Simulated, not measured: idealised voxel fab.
voxel capacitor over wiring: a process module
FYI the section here is cut, 250 nm wide, cells are 5 nm squares.
For the purposes of this document, a cross-section shall be understood as a grid of square cells, specified as bands listed in top-to-bottom order, each band consisting of one or more rows of cells. The band entry comprises the height of the band's top followed by the height of its bottom, expressed in nm, and subsequently the band's materials from left to right, each stated together with its width in nm. Where a single material is marked with the word "all across", that material fills the band from edge to edge. The word "air" represents empty space. Heights are measured from 0, the level below which the as-received wafer is all one material; the lowest band has no bottom and continues downward, written as in "z 0 and below". So if you see something like "30..40" for the width, read it as the top row of the band sitting at the first number and the bottom row at the second, with every row in between moving by the same amount as the last. The cross-section has no changed cell in any step marked "identical to before". Basically, "Closed void table" tells you about the enclosed voids: empty spaces with no open way to the top, 8 cells or bigger, each written width x height at distance, where distance is from the left edge, all in nm. That trailing text on a step's line, after the settings, is the simulator's own remark on the step. overlay nm: for a step with a mask, the amount by which the mask lay right of where it was planned; a negative amount means left of it.
The process steps that were planned are listed below
1 RECEIVE: material Si
2 CONFORMAL_DEP: material SiO2, thk nm 15
3 DIRECTIONAL_DEP: material TiN, thk nm 5
4 DIRECTIONAL_DEP: material W, thk nm 15
5 MASKED_ETCH: tone cover, mask id METAL_1, width nm 25, pitch nm 75, etch materials W, depth nm 15, overlay nm 0
6 MASKED_ETCH: tone cover, mask id METAL_1, width nm 25, pitch nm 75, etch materials TiN, depth nm 5, overlay nm 0
7 FILL_DEP: material lowk, thk nm 10
8 CMP: height nm 35
9 CONFORMAL_DEP: material SiCN, thk nm 5
10 DIRECTIONAL_DEP: material SiO2, thk nm 15
11 DIRECTIONAL_DEP: material aC, thk nm 15
12 PATTERN: tone open, mask id PLUG_1, material resist, width nm 15, thk nm 30, overlay nm 0
13 DIRECTIONAL_ETCH: etch materials aC, depth nm 15
14 STRIP: etch materials resist
15 DIRECTIONAL_ETCH: etch materials SiO2, depth nm 15
16 DIRECTIONAL_ETCH: etch materials SiCN, depth nm 5
17 STRIP: etch materials aC
18 CONFORMAL_DEP: material TiN, thk nm 5
19 FILL_DEP: material Cu, thk nm 10
20 CMP: height nm 55
21 DIRECTIONAL_DEP: material TiN, thk nm 5
22 DIRECTIONAL_DEP: material Al2O3, thk nm 5
23 DIRECTIONAL_DEP: material TiN, thk nm 10
24 DIRECTIONAL_DEP: material aC, thk nm 10
25 PATTERN: tone cover, mask id UPPER_PLATE, material resist, width nm 55, thk nm 30, overlay nm 0
26 DIRECTIONAL_ETCH: etch materials aC, depth nm 10
27 STRIP: etch materials resist
28 DIRECTIONAL_ETCH: etch materials TiN, depth nm 10
29 DIRECTIONAL_ETCH: etch materials Al2O3, depth nm 5
30 STRIP: etch materials aC
31 DIRECTIONAL_DEP: material aC, thk nm 15
32 PATTERN: tone cover, mask id LOWER_PLATE, material resist, width nm 65, thk nm 30, overlay nm 0
33 DIRECTIONAL_ETCH: etch materials aC, depth nm 15
34 STRIP: etch materials resist
35 DIRECTIONAL_ETCH: etch materials TiN, depth nm 5
36 STRIP: etch materials aC
37 FILL_DEP: material SiO2, thk nm 20
38 CMP: height nm 90
39 DIRECTIONAL_DEP: material aC, thk nm 10
40 PATTERN: tone open, mask id PLUG_2, material resist, width nm 15, thk nm 30, overlay nm 0
41 DIRECTIONAL_ETCH: etch materials aC, depth nm 10
42 STRIP: etch materials resist
43 DIRECTIONAL_ETCH: etch materials SiO2, depth nm 15
44 STRIP: etch materials aC
45 CONFORMAL_DEP: material TiN, thk nm 5
46 FILL_DEP: material W, thk nm 5
47 CMP: height nm 90
48 CONFORMAL_DEP: material SiCN, thk nm 5
Cross-section: wafer on arrival = after step 1
* z 0 and below = Si all across
* Closed void table: none
First of two wafers, end-of-module section, run followed plan
* z 95 to 90 = SiCN all across
* z 90 to 80 = 95 SiO2 | 5 TiN | 5 W | 5 TiN | 140 SiO2
* z 80 to 75 = 95 SiO2 | 15 TiN | 140 SiO2
* z 75 to 65 = 85 SiO2 | 55 TiN | 110 SiO2
* z 65 to 60 = 85 SiO2 | 55 Al2O3 | 110 SiO2
* z 60 to 55 = 80 SiO2 | 65 TiN | 105 SiO2
* z 55 to 40 = 85 SiO2 | 5 TiN | 5 Cu | 5 TiN | 150 SiO2
* z 40 to 35 = 85 SiCN | 15 TiN | 150 SiCN
* z 35 to 20 = 75 lowk | 25 W | 50 lowk | 25 W | 75 lowk
* z 20 to 15 = 75 lowk | 25 TiN | 50 lowk | 25 TiN | 75 lowk
* z 15 to 0 = SiO2 all across
* z 0 and below = Si all across
* Closed void table: none
End of module, second wafer, cross-section. Started like the first, planned like the first, run with one mistake
* z 95 to 90 = SiCN all across
* z 90 to 80 = 95 SiO2 | 5 TiN | 5 W | 5 TiN | 140 SiO2
* z 80 to 75 = 95 SiO2 | 15 TiN | 140 SiO2
* z 75 to 65 = 85 SiO2 | 55 TiN | 110 SiO2
* z 65 to 60 = 85 SiO2 | 55 Al2O3 | 110 SiO2
* z 60 to 55 = 80 SiO2 | 65 TiN | 105 SiO2
* z 55 to 40 = 85 SiO2 | 5 TiN | 5 Cu | 5 TiN | 150 SiO2
* z 40 to 35 = 85 SiCN | 15 TiN | 150 SiCN
* z 35 to 20 = 80 lowk | 15 W | 60 lowk | 15 W | 80 lowk
* z 20 to 15 = 75 lowk | 25 TiN | 50 lowk | 25 TiN | 75 lowk
* z 15 to 0 = SiO2 all across
* z 0 and below = Si all across
* Closed void table: none
It is concluded that the wafer was processed incorrectly with respect to the plan, in that step 5, actual vs plan mismatch, actual run MASKED_ETCH: tone cover, mask id METAL_1, width nm 15, pitch nm 75, etch materials W, depth nm 15, overlay nm 0
In the final state, the cell counts of the second wafer exceed or fall short of those of the first for the following materials: W -12; lowk +12
